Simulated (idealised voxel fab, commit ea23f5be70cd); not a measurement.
This is a process module. Its name is voxel ribs on slabs.
In the cross-section labelled cut, the width is 250 nm and each square cell is 5 nm.
When this document writes out a cross-section, it uses a grid of square cells and lists it as bands, beginning at the top and moving down, with a band standing for one or more rows of cells. Read a band's entry like this: the first values are the height of its top and the height of its bottom in nm, and what follows is the sequence of materials from left to right, each with its width in nm. Note that "air" is empty space, and that a single material marked "everywhere" reaches across the band from edge to edge. Heights are reckoned from 0. Under this level, the received wafer is all of one material. The bottommost band is open-ended downward, for example "0 and below". Top row gets the first number, bottom row gets the second, and each row in between changes by the same step: that is how a band width like "30->40" works. Step note "no modifications" = no cross-section cell changed. Basically, "Sealed voids" tells you about the enclosed voids: empty spaces with no open way to the top, 8 cells or bigger, each written width x height at distance, where distance is from the left edge, all in nm. Text after the settings on a step's line: the simulator's own remark on that step. Regarding "overlay nm": on a step with a mask, it is the distance the mask lay to the right of its planned place; a negative value places it to the left.
### Process steps - plan
1. op RECEIVE | material Si
2. op DIRECTIONAL_DEP | material SiO2 | thk nm 30
3. op DIRECTIONAL_DEP | material SiN | thk nm 15
4. op PATTERN | tone cover | mask id RIB | material resist | width nm 25 | thk nm 15 | overlay nm 0
5. op DIRECTIONAL_ETCH | etch materials SiN | depth nm 5
6. op STRIP | etch materials resist
7. op MASKED_ETCH | tone cover | mask id SLAB | width nm 55 | etch materials SiN | depth nm 10 | overlay nm 0
8. op FILL_DEP | material SiO2 | thk nm 20
9. op CMP | height nm 60
10. op DIRECTIONAL_DEP | material W | thk nm 5
11. op MASKED_ETCH | tone cover | mask id HEATER | width nm 35 | etch materials W | depth nm 5 | overlay nm 0
12. op CONFORMAL_DEP | material SiN | thk nm 10
### As received (post step 1): cross-section
* 0 and below: Si everywhere
* Sealed voids: none
### What the wafer looks like in cross-section after this module, when it starts as shown above and follows the plan above but one mistake is made in running it
* 75 down to 70: air (95) | SiN (55) | air (100)
* 70 down to 65: SiN everywhere
* 65 down to 60: SiN (105) | W (35) | SiN (110)
* 60 down to 40: SiO2 everywhere
* 40 down to 35: SiN (95) | SiO2 (55) | SiN (100)
* 35 down to 30: SiN (95) | SiO2 (15) | SiN (25) | SiO2 (15) | SiN (100)
* 30 down to 0: SiO2 everywhere
* 0 and below: Si everywhere
* Sealed voids: none
The plan and the run diverged here: step 7 deviated from plan and actually ran as op MASKED_ETCH | tone open | mask id SLAB | width nm 55 | etch materials SiN | depth nm 10 | overlay nm 0
